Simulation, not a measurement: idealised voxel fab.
process module | voxel transistor to metal
cross-section cut | 160 nm wide | cells 5 nm
A cross-section is a grid of square cells, given in bands from the top down. A band is one or more rows of cells.
Each band's line starts with the height of the band's top and of its bottom, in nm. Then come its materials from left to right, each with its width in nm. One material with "throughout" fills the band from edge to edge. "air" is empty space.
Height 0 is the level under which the wafer as received is all one material. The lowest band goes on downwards, as in "0 down".
A width such as "30 to 40" changes by the same amount from each row of cells to the next, from the band's top row to its bottom row.
"no change" after a step means that no cell of the cross-section changed.
closed voids: empty space of 8 cells or more with no open way to the top, each as width x height at its distance from the left edge, in nm
after a step's settings: what the simulator itself notes on the step
overlay nm, on a step with a mask: how far to the right of its planned place the mask lay; to the left if negative
plan
1 op RECEIVE | material Si
2 op CONFORMAL_DEP | material SiO2 | thk nm 5
3 op CONFORMAL_DEP | material SiN | thk nm 10
4 op MASKED_ETCH | tone cover | mask id ACTIVE | width nm 115 | etch materials SiN | depth nm 10 | overlay nm 0
5 op MASKED_ETCH | tone cover | mask id ACTIVE | width nm 115 | etch materials SiO2 | depth nm 5 | overlay nm 0
6 op MASKED_ETCH | tone cover | mask id ACTIVE | width nm 115 | etch materials Si | depth nm 30 | overlay nm 0
7 op OXIDIZE | depth nm 5
8 op FILL_DEP | material SiO2 | thk nm 15
9 op CMP | height nm 15
10 op SELECTIVE_ETCH | etch materials SiO2 | depth nm 10
11 op STRIP | etch materials SiN
12 op SELECTIVE_ETCH | etch materials SiO2 | depth nm 5
13 op OXIDIZE | depth nm 5
14 op DIRECTIONAL_DEP | material polySi | thk nm 25
15 op DIRECTIONAL_DEP | material SiCN | thk nm 10
16 op PATTERN | tone cover | mask id GATE | material resist | width nm 25 | thk nm 20 | overlay nm 0
17 op DIRECTIONAL_ETCH | etch materials SiCN | depth nm 20
18 op DIRECTIONAL_ETCH | etch materials polySi | depth nm 35
19 op STRIP | etch materials resist
20 op CONFORMAL_DEP | material SiO2 | thk nm 5
21 op DIRECTIONAL_ETCH | etch materials SiO2 | depth nm 5
22 op CONFORMAL_DEP | material SiN | thk nm 5
23 op DIRECTIONAL_ETCH | etch materials SiN | depth nm 5
24 op DIRECTIONAL_ETCH | etch materials SiO2 | depth nm 5
25 op EPI | material pSi | thk nm 5
26 op FILL_DEP | material SiO2 | thk nm 10
27 op CMP | height nm 35
28 op DIRECTIONAL_DEP | material SiO2 | thk nm 10
29 op MASKED_ETCH | tone open | mask id CONTACT | width nm 35 | pitch nm 70 | etch materials SiO2 | depth nm 45 | overlay nm 0
30 op CONFORMAL_DEP | material TiN | thk nm 5
31 op FILL_DEP | material Ru | thk nm 10
32 op CMP | height nm 45
33 op CONFORMAL_DEP | material SiN | thk nm 5
34 op DIRECTIONAL_DEP | material lowk | thk nm 20
35 op PATTERN | tone open | mask id METAL_1 | material resist | width nm 20 | pitch nm 85 | thk nm 20 | overlay nm 0
36 op DIRECTIONAL_ETCH | etch materials lowk | depth nm 20
37 op DIRECTIONAL_ETCH | etch materials SiN | depth nm 5
38 op STRIP | etch materials resist
39 op CONFORMAL_DEP | material TiN | thk nm 5
40 op FILL_DEP | material W | thk nm 5
41 op CMP | height nm 70
42 op EPI | material Ru | thk nm 5
43 op FILL_DEP | material SiCN | thk nm 5
first wafer, as planned
as received, after step 1
  0 down: Si throughout
  closed voids: none
after step 2
  5 to 0: SiO2 throughout
  below 0: unchanged
after step 3
  15 to 5: SiN throughout
  below 5: unchanged
after step 4
  15 to 5: air 20 | SiN 115 | air 25
  below 5: unchanged
after step 5
  15 to 5: air 20 | SiN 115 | air 25
  5 to 0: air 20 | SiO2 115 | air 25
  below 0: unchanged
after step 6
  15 to 5: air 20 | SiN 115 | air 25
  5 to 0: air 20 | SiO2 115 | air 25
  0 to -30: air 20 | Si 115 | air 25
  below -30: unchanged
after step 7
  15 to 5: air 20 | SiN 115 | air 25
  5 to 0: air 20 | SiO2 115 | air 25
  0 to -30: air 20 | SiO2 5 | Si 105 | SiO2 5 | air 25
  -30 to -35: SiO2 25 | Si 105 | SiO2 30
  below -35: unchanged
after step 8
  30 to 15: SiO2 throughout
  15 to 5: SiO2 20 | SiN 115 | SiO2 25
  5 to 0: SiO2 throughout
  0 to -35: SiO2 25 | Si 105 | SiO2 30
  below -35: unchanged
after step 9
  15 to 5: SiO2 20 | SiN 115 | SiO2 25
  below 5: unchanged
after step 10
  15 to 5: air 20 | SiN 115 | air 25
  below 5: unchanged
after step 11
  5 to 0: SiO2 throughout
  below 0: unchanged
after step 12
  0 to -35: SiO2 25 | Si 105 | SiO2 30
  below -35: unchanged
after step 13
  0 to -5: SiO2 throughout
  below -5: unchanged
after step 14
  25 to 0: polySi throughout
  below 0: unchanged
after step 15
  35 to 25: SiCN throughout
  below 25: unchanged
after step 16
  55 to 35: air 65 | resist 25 | air 70
  below 35: unchanged
after step 17
  55 to 35: air 65 | resist 25 | air 70
  35 to 25: air 65 | SiCN 25 | air 70
  below 25: unchanged
after step 18
  55 to 35: air 65 | resist 25 | air 70
  35 to 25: air 65 | SiCN 25 | air 70
  25 to 0: air 65 | polySi 25 | air 70
  below 0: unchanged
after step 19
  35 to 25: air 65 | SiCN 25 | air 70
  below 25: unchanged
after step 20
  40 to 35: air 60 | SiO2 35 | air 65
  35 to 25: air 60 | SiO2 5 | SiCN 25 | SiO2 5 | air 65
  25 to 5: air 60 | SiO2 5 | polySi 25 | SiO2 5 | air 65
  5 to 0: SiO2 65 | polySi 25 | SiO2 70
  below 0: unchanged
after step 21
  35 to 25: air 60 | SiO2 5 | SiCN 25 | SiO2 5 | air 65
  25 to 0: air 60 | SiO2 5 | polySi 25 | SiO2 5 | air 65
  below 0: unchanged
after step 22
  40 to 35: air 55 | SiN 45 | air 60
  35 to 25: air 55 | SiN 5 | SiO2 5 | SiCN 25 | SiO2 5 | SiN 5 | air 60
  25 to 5: air 55 | SiN 5 | SiO2 5 | polySi 25 | SiO2 5 | SiN 5 | air 60
  5 to 0: SiN 60 | SiO2 5 | polySi 25 | SiO2 5 | SiN 65
  below 0: unchanged
after step 23
  35 to 25: air 55 | SiN 5 | SiO2 5 | SiCN 25 | SiO2 5 | SiN 5 | air 60
  25 to 0: air 55 | SiN 5 | SiO2 5 | polySi 25 | SiO2 5 | SiN 5 | air 60
  below 0: unchanged
after step 24
  35 to 30: air 55 | SiN 5 | air 5 | SiCN 25 | air 5 | SiN 5 | air 60
  30 to 25: air 55 | SiN 5 | SiO2 5 | SiCN 25 | SiO2 5 | SiN 5 | air 60
  25 to 0: air 55 | SiN 5 | SiO2 5 | polySi 25 | SiO2 5 | SiN 5 | air 60
  0 to -5: air 55 | SiO2 45 | air 60
  below -5: unchanged
after step 25
  35 to 30: air 55 | SiN 5 | air 5 | SiCN 25 | air 5 | SiN 5 | air 60
  30 to 25: air 55 | SiN 5 | SiO2 5 | SiCN 25 | SiO2 5 | SiN 5 | air 60
  25 to 0: air 55 | SiN 5 | SiO2 5 | polySi 25 | SiO2 5 | SiN 5 | air 60
  0 to -5: air 20 | pSi 35 | SiO2 45 | pSi 35 | air 25
  below -5: unchanged
after step 26
  45 to 35: SiO2 throughout
  35 to 25: SiO2 55 | SiN 5 | SiO2 5 | SiCN 25 | SiO2 5 | SiN 5 | SiO2 60
  25 to 0: SiO2 55 | SiN 5 | SiO2 5 | polySi 25 | SiO2 5 | SiN 5 | SiO2 60
  0 to -5: SiO2 20 | pSi 35 | SiO2 45 | pSi 35 | SiO2 25
  below -5: unchanged
after step 27
  35 to 25: SiO2 55 | SiN 5 | SiO2 5 | SiCN 25 | SiO2 5 | SiN 5 | SiO2 60
  below 25: unchanged
after step 28
  45 to 35: SiO2 throughout
  below 35: unchanged
after step 29
  45 to 35: SiO2 25 | air 35 | SiO2 35 | air 35 | SiO2 30
  35 to 25: SiO2 25 | air 30 | SiN 5 | SiO2 5 | SiCN 25 | SiO2 5 | SiN 5 | air 30 | SiO2 30
  25 to 0: SiO2 25 | air 30 | SiN 5 | SiO2 5 | polySi 25 | SiO2 5 | SiN 5 | air 30 | SiO2 30
  below 0: unchanged
after step 30
  50 to 45: TiN 30 | air 25 | TiN 45 | air 25 | TiN 35
  45 to 35: SiO2 25 | TiN 5 | air 25 to 20 | TiN 5 to 10 | SiO2 35 | TiN 5 to 10 | air 25 to 20 | TiN 5 | SiO2 30
  35 to 25: SiO2 25 | TiN 5 | air 20 | TiN 5 | SiN 5 | SiO2 5 | SiCN 25 | SiO2 5 | SiN 5 | TiN 5 | air 20 | TiN 5 | SiO2 30
  25 to 5: SiO2 25 | TiN 5 | air 20 | TiN 5 | SiN 5 | SiO2 5 | polySi 25 | SiO2 5 | SiN 5 | TiN 5 | air 20 | TiN 5 | SiO2 30
  5 to 0: SiO2 25 | TiN 30 | SiN 5 | SiO2 5 | polySi 25 | SiO2 5 | SiN 5 | TiN 30 | SiO2 30
  below 0: unchanged
after step 31
  60 to 50: Ru throughout
  50 to 45: TiN 30 | Ru 25 | TiN 45 | Ru 25 | TiN 35
  45 to 35: SiO2 25 | TiN 5 | Ru 25 to 20 | TiN 5 to 10 | SiO2 35 | TiN 5 to 10 | Ru 25 to 20 | TiN 5 | SiO2 30
  35 to 25: SiO2 25 | TiN 5 | Ru 20 | TiN 5 | SiN 5 | SiO2 5 | SiCN 25 | SiO2 5 | SiN 5 | TiN 5 | Ru 20 | TiN 5 | SiO2 30
  25 to 5: SiO2 25 | TiN 5 | Ru 20 | TiN 5 | SiN 5 | SiO2 5 | polySi 25 | SiO2 5 | SiN 5 | TiN 5 | Ru 20 | TiN 5 | SiO2 30
  below 5: unchanged
after step 32
  45 to 35: SiO2 25 | TiN 5 | Ru 25 to 20 | TiN 5 to 10 | SiO2 35 | TiN 5 to 10 | Ru 25 to 20 | TiN 5 | SiO2 30
  below 35: unchanged
after step 33
  50 to 45: SiN throughout
  below 45: unchanged
after step 34
  70 to 50: lowk throughout
  below 50: unchanged
after step 35
  90 to 70: resist 25 | air 20 | resist 65 | air 20 | resist 30
  below 70: unchanged
after step 36
  90 to 70: resist 25 | air 20 | resist 65 | air 20 | resist 30
  70 to 50: lowk 25 | air 20 | lowk 65 | air 20 | lowk 30
  below 50: unchanged
after step 37
  90 to 70: resist 25 | air 20 | resist 65 | air 20 | resist 30
  70 to 50: lowk 25 | air 20 | lowk 65 | air 20 | lowk 30
  50 to 45: SiN 25 | air 20 | SiN 65 | air 20 | SiN 30
  below 45: unchanged
after step 38
  70 to 50: lowk 25 | air 20 | lowk 65 | air 20 | lowk 30
  below 50: unchanged
after step 39
  75 to 70: TiN 30 | air 10 | TiN 75 | air 10 | TiN 35
  70 to 50: lowk 25 | TiN 5 | air 10 | TiN 5 | lowk 65 | TiN 5 | air 10 | TiN 5 | lowk 30
  50 to 45: SiN 25 | TiN 20 | SiN 65 | TiN 20 | SiN 30
  below 45: unchanged
after step 40
  80 to 75: W throughout
  75 to 70: TiN 30 | W 10 | TiN 75 | W 10 | TiN 35
  70 to 50: lowk 25 | TiN 5 | W 10 | TiN 5 | lowk 65 | TiN 5 | W 10 | TiN 5 | lowk 30
  below 50: unchanged
after step 41
  70 to 50: lowk 25 | TiN 5 | W 10 | TiN 5 | lowk 65 | TiN 5 | W 10 | TiN 5 | lowk 30
  below 50: unchanged
after step 42
  75 to 70: air 20 | Ru 30 | air 55 | Ru 30 | air 25
  below 70: unchanged
after step 43
  80 to 75: SiCN throughout
  75 to 70: SiCN 20 | Ru 30 | SiCN 55 | Ru 30 | SiCN 25
  below 70: unchanged
second wafer: like start, like plan, one mistake. Through step 28 it matches the first wafer
when step 29 should have ended
  45 to 35: SiO2 30 | air 30 | SiO2 40 | air 30 | SiO2 30
  35 to 25: SiO2 30 | air 25 | SiN 5 | SiO2 5 | SiCN 25 | SiO2 5 | SiN 5 | air 30 | SiO2 30
  25 to 0: SiO2 30 | air 25 | SiN 5 | SiO2 5 | polySi 25 | SiO2 5 | SiN 5 | air 30 | SiO2 30
  below 0: unchanged
when step 30 should have ended
  50 to 45: TiN 35 | air 20 | TiN 50 | air 20 | TiN 35
  45 to 35: SiO2 30 | TiN 5 | air 20 to 15 | TiN 5 to 10 | SiO2 40 | TiN 5 | air 20 | TiN 5 | SiO2 30
  35 to 25: SiO2 30 | TiN 5 | air 15 | TiN 5 | SiN 5 | SiO2 5 | SiCN 25 | SiO2 5 | SiN 5 | TiN 5 | air 20 | TiN 5 | SiO2 30
  25 to 5: SiO2 30 | TiN 5 | air 15 | TiN 5 | SiN 5 | SiO2 5 | polySi 25 | SiO2 5 | SiN 5 | TiN 5 | air 20 | TiN 5 | SiO2 30
  5 to 0: SiO2 30 | TiN 25 | SiN 5 | SiO2 5 | polySi 25 | SiO2 5 | SiN 5 | TiN 30 | SiO2 30
  below 0: unchanged
when step 31 should have ended
  60 to 50: Ru throughout
  50 to 45: TiN 35 | Ru 20 | TiN 50 | Ru 20 | TiN 35
  45 to 35: SiO2 30 | TiN 5 | Ru 20 to 15 | TiN 5 to 10 | SiO2 40 | TiN 5 | Ru 20 | TiN 5 | SiO2 30
  35 to 25: SiO2 30 | TiN 5 | Ru 15 | TiN 5 | SiN 5 | SiO2 5 | SiCN 25 | SiO2 5 | SiN 5 | TiN 5 | Ru 20 | TiN 5 | SiO2 30
  25 to 5: SiO2 30 | TiN 5 | Ru 15 | TiN 5 | SiN 5 | SiO2 5 | polySi 25 | SiO2 5 | SiN 5 | TiN 5 | Ru 20 | TiN 5 | SiO2 30
  below 5: unchanged
when step 32 should have ended
  45 to 35: SiO2 30 | TiN 5 | Ru 20 to 15 | TiN 5 to 10 | SiO2 40 | TiN 5 | Ru 20 | TiN 5 | SiO2 30
  below 35: unchanged
when step 33 should have ended
  50 to 45: SiN throughout
  below 45: unchanged
when step 34 should have ended
  70 to 50: lowk throughout
  below 50: unchanged
when step 35 should have ended
  90 to 70: resist 25 | air 20 | resist 65 | air 20 | resist 30
  below 70: unchanged
when step 36 should have ended
  90 to 70: resist 25 | air 20 | resist 65 | air 20 | resist 30
  70 to 50: lowk 25 | air 20 | lowk 65 | air 20 | lowk 30
  below 50: unchanged
when step 37 should have ended
  90 to 70: resist 25 | air 20 | resist 65 | air 20 | resist 30
  70 to 50: lowk 25 | air 20 | lowk 65 | air 20 | lowk 30
  50 to 45: SiN 25 | air 20 | SiN 65 | air 20 | SiN 30
  below 45: unchanged
when step 38 should have ended
  70 to 50: lowk 25 | air 20 | lowk 65 | air 20 | lowk 30
  below 50: unchanged
when step 39 should have ended
  75 to 70: TiN 30 | air 10 | TiN 75 | air 10 | TiN 35
  70 to 50: lowk 25 | TiN 5 | air 10 | TiN 5 | lowk 65 | TiN 5 | air 10 | TiN 5 | lowk 30
  50 to 45: SiN 25 | TiN 20 | SiN 65 | TiN 20 | SiN 30
  below 45: unchanged
when step 40 should have ended
  80 to 75: W throughout
  75 to 70: TiN 30 | W 10 | TiN 75 | W 10 | TiN 35
  70 to 50: lowk 25 | TiN 5 | W 10 | TiN 5 | lowk 65 | TiN 5 | W 10 | TiN 5 | lowk 30
  below 50: unchanged
when step 41 should have ended
  70 to 50: lowk 25 | TiN 5 | W 10 | TiN 5 | lowk 65 | TiN 5 | W 10 | TiN 5 | lowk 30
  below 50: unchanged
when step 42 should have ended
  75 to 70: air 20 | Ru 30 | air 55 | Ru 30 | air 25
  below 70: unchanged
when step 43 should have ended
  80 to 75: SiCN throughout
  75 to 70: SiCN 20 | Ru 30 | SiCN 55 | Ru 30 | SiCN 25
  below 70: unchanged
what went wrong: step 29 ran as: op MASKED_ETCH | tone open | mask id CONTACT | width nm 30 | pitch nm 70 | etch materials SiO2 | depth nm 45 | overlay nm 0
at the end the second wafer has, in cells: 9 fewer of Ru | 11 more of SiO2 | 2 fewer of TiN
